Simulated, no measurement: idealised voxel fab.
Title: Process Module voxel capacitor over wiring
155 nm wide, 5 nm square cells: that's cross-section cut.
Square cells in a grid make up a cross-section in this document, and the grid is given as bands, listed from the top down, each one or more rows of cells. The entry gives the band's vertical extent as a top height and a bottom height in nm, then its horizontal make-up as materials from left to right, each with a width in nm. "blank" stands for empty space; a single material marked "throughout" fills the band edge to edge. Height is counted from the level 0, under which the received wafer is composed throughout of one material. The lowest of the bands is not closed at the bottom but continues downward, in the notation "0 nm and below". It should be noted that a width expressed as "30 to 40" varies in equal increments from row to row of cells within the band, taking the value of the first number at the top row and that of the second number at the bottom row. Basically "changes: none" means that step didn't change any cell in the cross-section. In "Closed voids list" the enclosed voids are listed, meaning empty spaces of 8 cells or larger without any opening to the top. The form is width x height at distance, distance from the left edge, units nm. Where a step's line continues beyond its settings, the continuation is a remark by the simulator itself on that step. When a step includes a mask, the "overlay nm" setting on its line states how far to the right of its planned place that mask lay, and negative values state how far to the left.
### Process steps (planned)
1. op RECEIVE | material Si
2. op CONFORMAL_DEP | material SiO2 | thk nm 15
3. op DIRECTIONAL_DEP | material TiN | thk nm 5
4. op DIRECTIONAL_DEP | material Ru | thk nm 15
5. op DIRECTIONAL_DEP | material aC | thk nm 15
6. op PATTERN | tone cover | mask id METAL_1 | material resist | width nm 25 | pitch nm 95 | thk nm 35 | overlay nm 0
7. op DIRECTIONAL_ETCH | etch materials aC | depth nm 15
8. op STRIP | etch materials resist
9. op DIRECTIONAL_ETCH | etch materials Ru | depth nm 15
10. op DIRECTIONAL_ETCH | etch materials TiN | depth nm 5
11. op STRIP | etch materials aC
12. op CONFORMAL_DEP | material SiCN | thk nm 5
13. op FILL_DEP | material lowk | thk nm 10
14. op CMP | height nm 35
15. op CONFORMAL_DEP | material SiCN | thk nm 5
16. op DIRECTIONAL_DEP | material SiO2 | thk nm 20
17. op DIRECTIONAL_DEP | material aC | thk nm 10
18. op PATTERN | tone open | mask id PLUG_1 | material resist | width nm 15 | thk nm 25 | overlay nm 0
19. op DIRECTIONAL_ETCH | etch materials aC | depth nm 10
20. op STRIP | etch materials resist
21. op DIRECTIONAL_ETCH | etch materials SiO2 | depth nm 20
22. op DIRECTIONAL_ETCH | etch materials SiCN | depth nm 5
23. op STRIP | etch materials aC
24. op EPI | material Ru | thk nm 10
25. op EPI | material Ru | thk nm 10
26. op EPI | material Ru | thk nm 5
27. op DIRECTIONAL_DEP | material TiN | thk nm 10
28. op DIRECTIONAL_DEP | material Al2O3 | thk nm 5
29. op DIRECTIONAL_DEP | material TiN | thk nm 10
30. op PATTERN | tone cover | mask id UPPER_PLATE | material resist | width nm 75 | thk nm 15 | overlay nm 0
31. op DIRECTIONAL_ETCH | etch materials TiN | depth nm 10
32. op DIRECTIONAL_ETCH | etch materials Al2O3 | depth nm 5
33. op STRIP | etch materials resist
34. op DIRECTIONAL_DEP | material aC | thk nm 10
35. op PATTERN | tone cover | mask id LOWER_PLATE | material resist | width nm 85 | thk nm 30 | overlay nm 0
36. op DIRECTIONAL_ETCH | etch materials aC | depth nm 10
37. op STRIP | etch materials resist
38. op DIRECTIONAL_ETCH | etch materials TiN | depth nm 10
39. op STRIP | etch materials aC
40. op FILL_DEP | material SiO2 | thk nm 15
41. op CMP | height nm 95
42. op MASKED_ETCH | tone open | mask id PLUG_2 | width nm 15 | etch materials SiO2 | depth nm 10 | overlay nm 0
43. op CONFORMAL_DEP | material TiN | thk nm 5
44. op FILL_DEP | material W | thk nm 5
45. op CMP | height nm 95
46. op CONFORMAL_DEP | material SiCN | thk nm 5
### So this is the incoming wafer in cross-section - it's already been through step 1
  0 nm and below  Si throughout
  Closed voids list: none
### Module complete - cross-section of the first of two wafers, run according to plan
  100 nm to 95 nm  SiCN throughout
  95 nm to 90 nm  SiO2 35, then TiN 5, then W 5, then TiN 5, then SiO2 105
  90 nm to 85 nm  SiO2 35, then TiN 15, then SiO2 105
  85 nm to 75 nm  SiO2 25, then TiN 75, then SiO2 55
  75 nm to 70 nm  SiO2 25, then Al2O3 75, then SiO2 55
  70 nm to 60 nm  SiO2 20, then TiN 85, then SiO2 50
  60 nm to 40 nm  SiO2 25, then Ru 15, then SiO2 115
  40 nm to 35 nm  SiCN 25, then Ru 15, then SiCN 115
  35 nm to 20 nm  lowk 10, then SiCN 5, then Ru 25, then SiCN 5, then lowk 60, then SiCN 5, then Ru 25, then SiCN 5, then lowk 15
  20 nm to 15 nm  SiCN 15, then TiN 25, then SiCN 70, then TiN 25, then SiCN 20
  15 nm to 0 nm  SiO2 throughout
  0 nm and below  Si throughout
  Closed voids list: none
### Second wafer of the two, sectioned at the end of the module. It began like the first and followed the same plan, but one mistake was made while running it
  100 nm to 95 nm  SiCN throughout
  95 nm to 90 nm  SiO2 35, then TiN 5, then Al2O3 60, then SiO2 55
  90 nm to 85 nm  SiO2 20, then TiN 5, then SiO2 10, then TiN 70, then SiO2 50
  85 nm to 75 nm  SiO2 20 to 25, then TiN 85 to 15, then SiO2 50 to 115
  75 nm to 70 nm  SiO2 25, then Al2O3 15, then SiO2 115
  70 nm to 60 nm  SiO2 25, then TiN 15, then SiO2 115
  60 nm to 40 nm  SiO2 throughout
  40 nm to 35 nm  SiCN throughout
  35 nm to 20 nm  lowk 10, then SiCN 5, then Ru 25, then SiCN 5, then lowk 60, then SiCN 5, then Ru 25, then SiCN 5, then lowk 15
  20 nm to 15 nm  SiCN 15, then TiN 25, then SiCN 70, then TiN 25, then SiCN 20
  15 nm to 0 nm  SiO2 throughout
  0 nm and below  Si throughout
  Closed voids list: none
Error vs. plan: execution of plan step 16 occurred twice
The final cell counts differ between the wafers, with the second having more or fewer of some materials than the first: 15 fewer of Ru | 3 more of SiCN | 40 more of SiO2 | 27 fewer of TiN | 1 fewer of W
